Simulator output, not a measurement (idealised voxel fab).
process module | voxel gate over fins
Shown is cross-section cut, with a width of 265 nm and square cells of size 5 nm.
This document writes a cross-section as a grid whose cells are square, and gives it as bands, listed from the top down; one or more rows of cells form a band.
Band: top and bottom heights (nm) first, top before bottom; then materials from left to right, widths in nm. "edge to edge" marks a sole material filling the band edge to edge. "blank" denotes empty space.
Convention: height 0 is the level below which the wafer, as received, is all one material. The lowest band does not terminate at the bottom but continues downward, represented as "0 -> down".
Top row gets the first number, bottom row gets the second, and each row in between changes by the same step: that is how a band width like "30->40" works.
Given "nothing altered" for a step, no cell of the cross-section differs between before and after that step.
Entry "Enclosed internal cavities" = empty spaces >= 8 cells with no open way to the top; each as width x height at distance, distance from left edge, all nm.
Where a step's line continues beyond its settings, the continuation is a remark by the simulator itself on that step.
overlay nm: right-of-plan distance of the mask on a masked step; negative values mean left-of-plan.

SO HERE'S THE LINEUP OF PROCESS STEPS WE PLANNED
step 1: RECEIVE [material Si]
step 2: CONFORMAL_DEP [material SiN] [thk nm 10]
step 3: MASKED_ETCH [tone cover] [mask id FINS] [width nm 15] [pitch nm 60] [etch materials SiN] [depth nm 10] [overlay nm 0]
step 4: MASKED_ETCH [tone cover] [mask id FINS] [width nm 15] [pitch nm 60] [etch materials Si] [depth nm 40] [overlay nm 0]
step 5: OXIDIZE [depth nm 5]
step 6: FILL_DEP [material SiO2] [thk nm 5]
step 7: CMP [height nm 10]
step 8: MASKED_ETCH [tone open] [mask id RAIL] [width nm 15] [etch materials SiO2] [depth nm 45] [overlay nm 0]
step 9: CONFORMAL_DEP [material TiN] [thk nm 5]
step 10: FILL_DEP [material Ru] [thk nm 10]
step 11: CMP [height nm 10]
step 12: SELECTIVE_ETCH [etch materials W Ru TiN] [depth nm 30]
step 13: FILL_DEP [material SiO2] [thk nm 5]
step 14: CMP [height nm 10]
step 15: SELECTIVE_ETCH [etch materials SiO2] [depth nm 20]
step 16: STRIP [etch materials SiN]
step 17: CONFORMAL_DEP [material HfO2] [thk nm 5]
step 18: CONFORMAL_DEP [material TiN] [thk nm 5]
step 19: CONFORMAL_DEP [material TiAl] [thk nm 5]
step 20: CONFORMAL_DEP [material TiN] [thk nm 5]
step 21: FILL_DEP [material W] [thk nm 10]
step 22: CMP [height nm 25]
step 23: CONFORMAL_DEP [material SiCN] [thk nm 10]

SO, THE FIRST OF OUR TWO WAFERS, RUN JUST AS WE PLANNED IT

AS RECEIVED, AFTER STEP 1
	0 -> down  Si edge to edge
	Enclosed internal cavities: none

TAKE A LOOK AT THE WAFER'S CROSS-SECTION AFTER STEP 2
	10 -> 0  SiN edge to edge
	Lower than 0, everything is as it was.

TAKE A LOOK AT THE WAFER'S CROSS-SECTION AFTER STEP 3
	10 -> 0  blank 35 nm / SiN 15 nm / blank 45 nm / SiN 15 nm / blank 45 nm / SiN 15 nm / blank 45 nm / SiN 15 nm / blank 35 nm
	Lower than 0, everything is as it was.

TAKE A LOOK AT THE WAFER'S CROSS-SECTION AFTER STEP 4
	10 -> 0  blank 35 nm / SiN 15 nm / blank 45 nm / SiN 15 nm / blank 45 nm / SiN 15 nm / blank 45 nm / SiN 15 nm / blank 35 nm
	0 -> -40  blank 35 nm / Si 15 nm / blank 45 nm / Si 15 nm / blank 45 nm / Si 15 nm / blank 45 nm / Si 15 nm / blank 35 nm
	Lower than -40, everything is as it was.

TAKE A LOOK AT THE WAFER'S CROSS-SECTION AFTER STEP 5
	10 -> 0  blank 35 nm / SiN 15 nm / blank 45 nm / SiN 15 nm / blank 45 nm / SiN 15 nm / blank 45 nm / SiN 15 nm / blank 35 nm
	0 -> -40  blank 35 nm / SiO2 5 nm / Si 5 nm / SiO2 5 nm / blank 45 nm / SiO2 5 nm / Si 5 nm / SiO2 5 nm / blank 45 nm / SiO2 5 nm / Si 5 nm / SiO2 5 nm / blank 45 nm / SiO2 5 nm / Si 5 nm / SiO2 5 nm / blank 35 nm
	-40 -> -45  SiO2 40 nm / Si 5 nm / SiO2 55 nm / Si 5 nm / SiO2 55 nm / Si 5 nm / SiO2 55 nm / Si 5 nm / SiO2 40 nm
	Lower than -45, everything is as it was.

TAKE A LOOK AT THE WAFER'S CROSS-SECTION AFTER STEP 6
	15 -> 10  SiO2 edge to edge
	10 -> 0  SiO2 35 nm / SiN 15 nm / SiO2 45 nm / SiN 15 nm / SiO2 45 nm / SiN 15 nm / SiO2 45 nm / SiN 15 nm / SiO2 35 nm
	0 -> -45  SiO2 40 nm / Si 5 nm / SiO2 55 nm / Si 5 nm / SiO2 55 nm / Si 5 nm / SiO2 55 nm / Si 5 nm / SiO2 40 nm
	Lower than -45, everything is as it was.

TAKE A LOOK AT THE WAFER'S CROSS-SECTION AFTER STEP 7
	10 -> 0  SiO2 35 nm / SiN 15 nm / SiO2 45 nm / SiN 15 nm / SiO2 45 nm / SiN 15 nm / SiO2 45 nm / SiN 15 nm / SiO2 35 nm
	Lower than 0, everything is as it was.

TAKE A LOOK AT THE WAFER'S CROSS-SECTION AFTER STEP 8
	10 -> 0  SiO2 35 nm / SiN 15 nm / SiO2 15 nm / blank 15 nm / SiO2 15 nm / SiN 15 nm / SiO2 45 nm / SiN 15 nm / SiO2 45 nm / SiN 15 nm / SiO2 35 nm
	0 -> -35  SiO2 40 nm / Si 5 nm / SiO2 20 nm / blank 15 nm / SiO2 20 nm / Si 5 nm / SiO2 55 nm / Si 5 nm / SiO2 55 nm / Si 5 nm / SiO2 40 nm
	Lower than -35, everything is as it was.

TAKE A LOOK AT THE WAFER'S CROSS-SECTION AFTER STEP 9
	15 -> 10  TiN 70 nm / blank 5 nm / TiN 190 nm
	10 -> 0  SiO2 35 nm / SiN 15 nm / SiO2 15 nm / TiN 5 nm / blank 5 nm / TiN 5 nm / SiO2 15 nm / SiN 15 nm / SiO2 45 nm / SiN 15 nm / SiO2 45 nm / SiN 15 nm / SiO2 35 nm
	0 -> -30  SiO2 40 nm / Si 5 nm / SiO2 20 nm / TiN 5 nm / blank 5 nm / TiN 5 nm / SiO2 20 nm / Si 5 nm / SiO2 55 nm / Si 5 nm / SiO2 55 nm / Si 5 nm / SiO2 40 nm
	-30 -> -35  SiO2 40 nm / Si 5 nm / SiO2 20 nm / TiN 15 nm / SiO2 20 nm / Si 5 nm / SiO2 55 nm / Si 5 nm / SiO2 55 nm / Si 5 nm / SiO2 40 nm
	Lower than -35, everything is as it was.

TAKE A LOOK AT THE WAFER'S CROSS-SECTION AFTER STEP 10
	25 -> 15  Ru edge to edge
	15 -> 10  TiN 70 nm / Ru 5 nm / TiN 190 nm
	10 -> 0  SiO2 35 nm / SiN 15 nm / SiO2 15 nm / TiN 5 nm / Ru 5 nm / TiN 5 nm / SiO2 15 nm / SiN 15 nm / SiO2 45 nm / SiN 15 nm / SiO2 45 nm / SiN 15 nm / SiO2 35 nm
	0 -> -30  SiO2 40 nm / Si 5 nm / SiO2 20 nm / TiN 5 nm / Ru 5 nm / TiN 5 nm / SiO2 20 nm / Si 5 nm / SiO2 55 nm / Si 5 nm / SiO2 55 nm / Si 5 nm / SiO2 40 nm
	Lower than -30, everything is as it was.

TAKE A LOOK AT THE WAFER'S CROSS-SECTION AFTER STEP 11
	10 -> 0  SiO2 35 nm / SiN 15 nm / SiO2 15 nm / TiN 5 nm / Ru 5 nm / TiN 5 nm / SiO2 15 nm / SiN 15 nm / SiO2 45 nm / SiN 15 nm / SiO2 45 nm / SiN 15 nm / SiO2 35 nm
	Lower than 0, everything is as it was.

TAKE A LOOK AT THE WAFER'S CROSS-SECTION AFTER STEP 12
	10 -> 0  SiO2 35 nm / SiN 15 nm / SiO2 15 nm / blank 15 nm / SiO2 15 nm / SiN 15 nm / SiO2 45 nm / SiN 15 nm / SiO2 45 nm / SiN 15 nm / SiO2 35 nm
	0 -> -20  SiO2 40 nm / Si 5 nm / SiO2 20 nm / blank 15 nm / SiO2 20 nm / Si 5 nm / SiO2 55 nm / Si 5 nm / SiO2 55 nm / Si 5 nm / SiO2 40 nm
	Lower than -20, everything is as it was.

TAKE A LOOK AT THE WAFER'S CROSS-SECTION AFTER STEP 13
	15 -> 10  SiO2 edge to edge
	10 -> 0  SiO2 35 nm / SiN 15 nm / SiO2 45 nm / SiN 15 nm / SiO2 45 nm / SiN 15 nm / SiO2 45 nm / SiN 15 nm / SiO2 35 nm
	0 -> -20  SiO2 40 nm / Si 5 nm / SiO2 55 nm / Si 5 nm / SiO2 55 nm / Si 5 nm / SiO2 55 nm / Si 5 nm / SiO2 40 nm
	Lower than -20, everything is as it was.

TAKE A LOOK AT THE WAFER'S CROSS-SECTION AFTER STEP 14
	10 -> 0  SiO2 35 nm / SiN 15 nm / SiO2 45 nm / SiN 15 nm / SiO2 45 nm / SiN 15 nm / SiO2 45 nm / SiN 15 nm / SiO2 35 nm
	Lower than 0, everything is as it was.

TAKE A LOOK AT THE WAFER'S CROSS-SECTION AFTER STEP 15
	10 -> 0  blank 35 nm / SiN 15 nm / blank 45 nm / SiN 15 nm / blank 45 nm / SiN 15 nm / blank 45 nm / SiN 15 nm / blank 35 nm
	0 -> -10  blank 40 nm / Si 5 nm / blank 55 nm / Si 5 nm / blank 55 nm / Si 5 nm / blank 55 nm / Si 5 nm / blank 40 nm
	Lower than -10, everything is as it was.

TAKE A LOOK AT THE WAFER'S CROSS-SECTION AFTER STEP 16
	0 -> -10  blank 40 nm / Si 5 nm / blank 55 nm / Si 5 nm / blank 55 nm / Si 5 nm / blank 55 nm / Si 5 nm / blank 40 nm
	Lower than -10, everything is as it was.

TAKE A LOOK AT THE WAFER'S CROSS-SECTION AFTER STEP 17
	5 -> 0  blank 35 nm / HfO2 15 nm / blank 45 nm / HfO2 15 nm / blank 45 nm / HfO2 15 nm / blank 45 nm / HfO2 15 nm / blank 35 nm
	0 -> -5  blank 35 nm / HfO2 5 nm / Si 5 nm / HfO2 5 nm / blank 45 nm / HfO2 5 nm / Si 5 nm / HfO2 5 nm / blank 45 nm / HfO2 5 nm / Si 5 nm / HfO2 5 nm / blank 45 nm / HfO2 5 nm / Si 5 nm / HfO2 5 nm / blank 35 nm
	-5 -> -10  HfO2 40 nm / Si 5 nm / HfO2 55 nm / Si 5 nm / HfO2 55 nm / Si 5 nm / HfO2 55 nm / Si 5 nm / HfO2 40 nm
	Lower than -10, everything is as it was.

TAKE A LOOK AT THE WAFER'S CROSS-SECTION AFTER STEP 18
	10 -> 5  blank 30 nm / TiN 25 nm / blank 35 nm / TiN 25 nm / blank 35 nm / TiN 25 nm / blank 35 nm / TiN 25 nm / blank 30 nm
	5 -> 0  blank 30 nm / TiN 5 nm / HfO2 15 nm / TiN 5 nm / blank 35 nm / TiN 5 nm / HfO2 15 nm / TiN 5 nm / blank 35 nm / TiN 5 nm / HfO2 15 nm / TiN 5 nm / blank 35 nm / TiN 5 nm / HfO2 15 nm / TiN 5 nm / blank 30 nm
	0 -> -5  TiN 35 nm / HfO2 5 nm / Si 5 nm / HfO2 5 nm / TiN 45 nm / HfO2 5 nm / Si 5 nm / HfO2 5 nm / TiN 45 nm / HfO2 5 nm / Si 5 nm / HfO2 5 nm / TiN 45 nm / HfO2 5 nm / Si 5 nm / HfO2 5 nm / TiN 35 nm
	Lower than -5, everything is as it was.

TAKE A LOOK AT THE WAFER'S CROSS-SECTION AFTER STEP 19
	15 -> 10  blank 25 nm / TiAl 35 nm / blank 25 nm / TiAl 35 nm / blank 25 nm / TiAl 35 nm / blank 25 nm / TiAl 35 nm / blank 25 nm
	10 -> 5  blank 25 nm / TiAl 5 nm / TiN 25 nm / TiAl 5 nm / blank 25 nm / TiAl 5 nm / TiN 25 nm / TiAl 5 nm / blank 25 nm / TiAl 5 nm / TiN 25 nm / TiAl 5 nm / blank 25 nm / TiAl 5 nm / TiN 25 nm / TiAl 5 nm / blank 25 nm
	5 -> 0  TiAl 30 nm / TiN 5 nm / HfO2 15 nm / TiN 5 nm / TiAl 35 nm / TiN 5 nm / HfO2 15 nm / TiN 5 nm / TiAl 35 nm / TiN 5 nm / HfO2 15 nm / TiN 5 nm / TiAl 35 nm / TiN 5 nm / HfO2 15 nm / TiN 5 nm / TiAl 30 nm
	Lower than 0, everything is as it was.

TAKE A LOOK AT THE WAFER'S CROSS-SECTION AFTER STEP 20
	20 -> 15  blank 20 nm / TiN 45 nm / blank 15 nm / TiN 45 nm / blank 15 nm / TiN 45 nm / blank 15 nm / TiN 45 nm / blank 20 nm
	15 -> 10  blank 20 nm / TiN 5 nm / TiAl 35 nm / TiN 5 nm / blank 15 nm / TiN 5 nm / TiAl 35 nm / TiN 5 nm / blank 15 nm / TiN 5 nm / TiAl 35 nm / TiN 5 nm / blank 15 nm / TiN 5 nm / TiAl 35 nm / TiN 5 nm / blank 20 nm
	10 -> 5  TiN 25 nm / TiAl 5 nm / TiN 25 nm / TiAl 5 nm / TiN 25 nm / TiAl 5 nm / TiN 25 nm / TiAl 5 nm / TiN 25 nm / TiAl 5 nm / TiN 25 nm / TiAl 5 nm / TiN 25 nm / TiAl 5 nm / TiN 25 nm / TiAl 5 nm / TiN 25 nm
	Lower than 5, everything is as it was.

TAKE A LOOK AT THE WAFER'S CROSS-SECTION AFTER STEP 21
	30 -> 20  W edge to edge
	20 -> 15  W 20 nm / TiN 45 nm / W 15 nm / TiN 45 nm / W 15 nm / TiN 45 nm / W 15 nm / TiN 45 nm / W 20 nm
	15 -> 10  W 20 nm / TiN 5 nm / TiAl 35 nm / TiN 5 nm / W 15 nm / TiN 5 nm / TiAl 35 nm / TiN 5 nm / W 15 nm / TiN 5 nm / TiAl 35 nm / TiN 5 nm / W 15 nm / TiN 5 nm / TiAl 35 nm / TiN 5 nm / W 20 nm
	Lower than 10, everything is as it was.

TAKE A LOOK AT THE WAFER'S CROSS-SECTION AFTER STEP 22
	25 -> 20  W edge to edge
	Lower than 20, everything is as it was.

TAKE A LOOK AT THE WAFER'S CROSS-SECTION AFTER STEP 23
	35 -> 25  SiCN edge to edge
	Lower than 25, everything is as it was.

THE SECOND WAFER: IDENTICAL TO THE FIRST AT THE OUTSET AND IN ITS PLANNED SEQUENCE, DIFFERING ONLY IN THAT ONE MISTAKE WAS MADE DURING PROCESSING; UP TO AND INCLUDING STEP 7, ITS PATH IS THE FIRST WAFER'S PATH

SECOND WAFER SHOWN IN CROSS-SECTION AT THE TIME STEP 8 WAS SLATED TO END
	10 -> 0  SiO2 35 nm / SiN 15 nm / SiO2 25 nm / blank 15 nm / SiO2 5 nm / SiN 15 nm / SiO2 45 nm / SiN 15 nm / SiO2 45 nm / SiN 15 nm / SiO2 35 nm
	0 -> -35  SiO2 40 nm / Si 5 nm / SiO2 30 nm / blank 15 nm / SiO2 10 nm / Si 5 nm / SiO2 55 nm / Si 5 nm / SiO2 55 nm / Si 5 nm / SiO2 40 nm
	Lower than -35, everything is as it was.

SECOND WAFER SHOWN IN CROSS-SECTION AT THE TIME STEP 9 WAS SLATED TO END
	15 -> 10  TiN 80 nm / blank 5 nm / TiN 180 nm
	10 -> 0  SiO2 35 nm / SiN 15 nm / SiO2 25 nm / TiN 5 nm / blank 5 nm / TiN 5 nm / SiO2 5 nm / SiN 15 nm / SiO2 45 nm / SiN 15 nm / SiO2 45 nm / SiN 15 nm / SiO2 35 nm
	0 -> -30  SiO2 40 nm / Si 5 nm / SiO2 30 nm / TiN 5 nm / blank 5 nm / TiN 5 nm / SiO2 10 nm / Si 5 nm / SiO2 55 nm / Si 5 nm / SiO2 55 nm / Si 5 nm / SiO2 40 nm
	-30 -> -35  SiO2 40 nm / Si 5 nm / SiO2 30 nm / TiN 15 nm / SiO2 10 nm / Si 5 nm / SiO2 55 nm / Si 5 nm / SiO2 55 nm / Si 5 nm / SiO2 40 nm
	Lower than -35, everything is as it was.

SECOND WAFER SHOWN IN CROSS-SECTION AT THE TIME STEP 10 WAS SLATED TO END
	25 -> 15  Ru edge to edge
	15 -> 10  TiN 80 nm / Ru 5 nm / TiN 180 nm
	10 -> 0  SiO2 35 nm / SiN 15 nm / SiO2 25 nm / TiN 5 nm / Ru 5 nm / TiN 5 nm / SiO2 5 nm / SiN 15 nm / SiO2 45 nm / SiN 15 nm / SiO2 45 nm / SiN 15 nm / SiO2 35 nm
	0 -> -30  SiO2 40 nm / Si 5 nm / SiO2 30 nm / TiN 5 nm / Ru 5 nm / TiN 5 nm / SiO2 10 nm / Si 5 nm / SiO2 55 nm / Si 5 nm / SiO2 55 nm / Si 5 nm / SiO2 40 nm
	Lower than -30, everything is as it was.

SECOND WAFER SHOWN IN CROSS-SECTION AT THE TIME STEP 11 WAS SLATED TO END
	10 -> 0  SiO2 35 nm / SiN 15 nm / SiO2 25 nm / TiN 5 nm / Ru 5 nm / TiN 5 nm / SiO2 5 nm / SiN 15 nm / SiO2 45 nm / SiN 15 nm / SiO2 45 nm / SiN 15 nm / SiO2 35 nm
	Lower than 0, everything is as it was.

SECOND WAFER SHOWN IN CROSS-SECTION AT THE TIME STEP 12 WAS SLATED TO END
	10 -> 0  SiO2 35 nm / SiN 15 nm / SiO2 25 nm / blank 15 nm / SiO2 5 nm / SiN 15 nm / SiO2 45 nm / SiN 15 nm / SiO2 45 nm / SiN 15 nm / SiO2 35 nm
	0 -> -20  SiO2 40 nm / Si 5 nm / SiO2 30 nm / blank 15 nm / SiO2 10 nm / Si 5 nm / SiO2 55 nm / Si 5 nm / SiO2 55 nm / Si 5 nm / SiO2 40 nm
	Lower than -20, everything is as it was.

SECOND WAFER SHOWN IN CROSS-SECTION AT THE TIME STEP 13 WAS SLATED TO END
	15 -> 10  SiO2 edge to edge
	10 -> 0  SiO2 35 nm / SiN 15 nm / SiO2 45 nm / SiN 15 nm / SiO2 45 nm / SiN 15 nm / SiO2 45 nm / SiN 15 nm / SiO2 35 nm
	0 -> -20  SiO2 40 nm / Si 5 nm / SiO2 55 nm / Si 5 nm / SiO2 55 nm / Si 5 nm / SiO2 55 nm / Si 5 nm / SiO2 40 nm
	Lower than -20, everything is as it was.

SECOND WAFER SHOWN IN CROSS-SECTION AT THE TIME STEP 14 WAS SLATED TO END
	10 -> 0  SiO2 35 nm / SiN 15 nm / SiO2 45 nm / SiN 15 nm / SiO2 45 nm / SiN 15 nm / SiO2 45 nm / SiN 15 nm / SiO2 35 nm
	Lower than 0, everything is as it was.

SECOND WAFER SHOWN IN CROSS-SECTION AT THE TIME STEP 15 WAS SLATED TO END
	10 -> 0  blank 35 nm / SiN 15 nm / blank 45 nm / SiN 15 nm / blank 45 nm / SiN 15 nm / blank 45 nm / SiN 15 nm / blank 35 nm
	0 -> -10  blank 40 nm / Si 5 nm / blank 55 nm / Si 5 nm / blank 55 nm / Si 5 nm / blank 55 nm / Si 5 nm / blank 40 nm
	Lower than -10, everything is as it was.

SECOND WAFER SHOWN IN CROSS-SECTION AT THE TIME STEP 16 WAS SLATED TO END
	0 -> -10  blank 40 nm / Si 5 nm / blank 55 nm / Si 5 nm / blank 55 nm / Si 5 nm / blank 55 nm / Si 5 nm / blank 40 nm
	Lower than -10, everything is as it was.

SECOND WAFER SHOWN IN CROSS-SECTION AT THE TIME STEP 17 WAS SLATED TO END
	5 -> 0  blank 35 nm / HfO2 15 nm / blank 45 nm / HfO2 15 nm / blank 45 nm / HfO2 15 nm / blank 45 nm / HfO2 15 nm / blank 35 nm
	0 -> -5  blank 35 nm / HfO2 5 nm / Si 5 nm / HfO2 5 nm / blank 45 nm / HfO2 5 nm / Si 5 nm / HfO2 5 nm / blank 45 nm / HfO2 5 nm / Si 5 nm / HfO2 5 nm / blank 45 nm / HfO2 5 nm / Si 5 nm / HfO2 5 nm / blank 35 nm
	-5 -> -10  HfO2 40 nm / Si 5 nm / HfO2 55 nm / Si 5 nm / HfO2 55 nm / Si 5 nm / HfO2 55 nm / Si 5 nm / HfO2 40 nm
	Lower than -10, everything is as it was.

SECOND WAFER SHOWN IN CROSS-SECTION AT THE TIME STEP 18 WAS SLATED TO END
	10 -> 5  blank 30 nm / TiN 25 nm / blank 35 nm / TiN 25 nm / blank 35 nm / TiN 25 nm / blank 35 nm / TiN 25 nm / blank 30 nm
	5 -> 0  blank 30 nm / TiN 5 nm / HfO2 15 nm / TiN 5 nm / blank 35 nm / TiN 5 nm / HfO2 15 nm / TiN 5 nm / blank 35 nm / TiN 5 nm / HfO2 15 nm / TiN 5 nm / blank 35 nm / TiN 5 nm / HfO2 15 nm / TiN 5 nm / blank 30 nm
	0 -> -5  TiN 35 nm / HfO2 5 nm / Si 5 nm / HfO2 5 nm / TiN 45 nm / HfO2 5 nm / Si 5 nm / HfO2 5 nm / TiN 45 nm / HfO2 5 nm / Si 5 nm / HfO2 5 nm / TiN 45 nm / HfO2 5 nm / Si 5 nm / HfO2 5 nm / TiN 35 nm
	Lower than -5, everything is as it was.

SECOND WAFER SHOWN IN CROSS-SECTION AT THE TIME STEP 19 WAS SLATED TO END
	15 -> 10  blank 25 nm / TiAl 35 nm / blank 25 nm / TiAl 35 nm / blank 25 nm / TiAl 35 nm / blank 25 nm / TiAl 35 nm / blank 25 nm
	10 -> 5  blank 25 nm / TiAl 5 nm / TiN 25 nm / TiAl 5 nm / blank 25 nm / TiAl 5 nm / TiN 25 nm / TiAl 5 nm / blank 25 nm / TiAl 5 nm / TiN 25 nm / TiAl 5 nm / blank 25 nm / TiAl 5 nm / TiN 25 nm / TiAl 5 nm / blank 25 nm
	5 -> 0  TiAl 30 nm / TiN 5 nm / HfO2 15 nm / TiN 5 nm / TiAl 35 nm / TiN 5 nm / HfO2 15 nm / TiN 5 nm / TiAl 35 nm / TiN 5 nm / HfO2 15 nm / TiN 5 nm / TiAl 35 nm / TiN 5 nm / HfO2 15 nm / TiN 5 nm / TiAl 30 nm
	Lower than 0, everything is as it was.

SECOND WAFER SHOWN IN CROSS-SECTION AT THE TIME STEP 20 WAS SLATED TO END
	20 -> 15  blank 20 nm / TiN 45 nm / blank 15 nm / TiN 45 nm / blank 15 nm / TiN 45 nm / blank 15 nm / TiN 45 nm / blank 20 nm
	15 -> 10  blank 20 nm / TiN 5 nm / TiAl 35 nm / TiN 5 nm / blank 15 nm / TiN 5 nm / TiAl 35 nm / TiN 5 nm / blank 15 nm / TiN 5 nm / TiAl 35 nm / TiN 5 nm / blank 15 nm / TiN 5 nm / TiAl 35 nm / TiN 5 nm / blank 20 nm
	10 -> 5  TiN 25 nm / TiAl 5 nm / TiN 25 nm / TiAl 5 nm / TiN 25 nm / TiAl 5 nm / TiN 25 nm / TiAl 5 nm / TiN 25 nm / TiAl 5 nm / TiN 25 nm / TiAl 5 nm / TiN 25 nm / TiAl 5 nm / TiN 25 nm / TiAl 5 nm / TiN 25 nm
	Lower than 5, everything is as it was.

SECOND WAFER SHOWN IN CROSS-SECTION AT THE TIME STEP 21 WAS SLATED TO END
	30 -> 20  W edge to edge
	20 -> 15  W 20 nm / TiN 45 nm / W 15 nm / TiN 45 nm / W 15 nm / TiN 45 nm / W 15 nm / TiN 45 nm / W 20 nm
	15 -> 10  W 20 nm / TiN 5 nm / TiAl 35 nm / TiN 5 nm / W 15 nm / TiN 5 nm / TiAl 35 nm / TiN 5 nm / W 15 nm / TiN 5 nm / TiAl 35 nm / TiN 5 nm / W 15 nm / TiN 5 nm / TiAl 35 nm / TiN 5 nm / W 20 nm
	Lower than 10, everything is as it was.

SECOND WAFER SHOWN IN CROSS-SECTION AT THE TIME STEP 22 WAS SLATED TO END
	25 -> 20  W edge to edge
	Lower than 20, everything is as it was.

SECOND WAFER SHOWN IN CROSS-SECTION AT THE TIME STEP 23 WAS SLATED TO END
	35 -> 25  SiCN edge to edge
	Lower than 25, everything is as it was.
It is concluded that the wafer was processed incorrectly with respect to the plan, in that planned and actual differ for step 8; actual: MASKED_ETCH [tone open] [mask id RAIL] [width nm 15] [etch materials SiO2] [depth nm 45] [overlay nm 10]
So at the finish, the second wafer's got exactly as many cells of each material as the first, just not in the same spots.
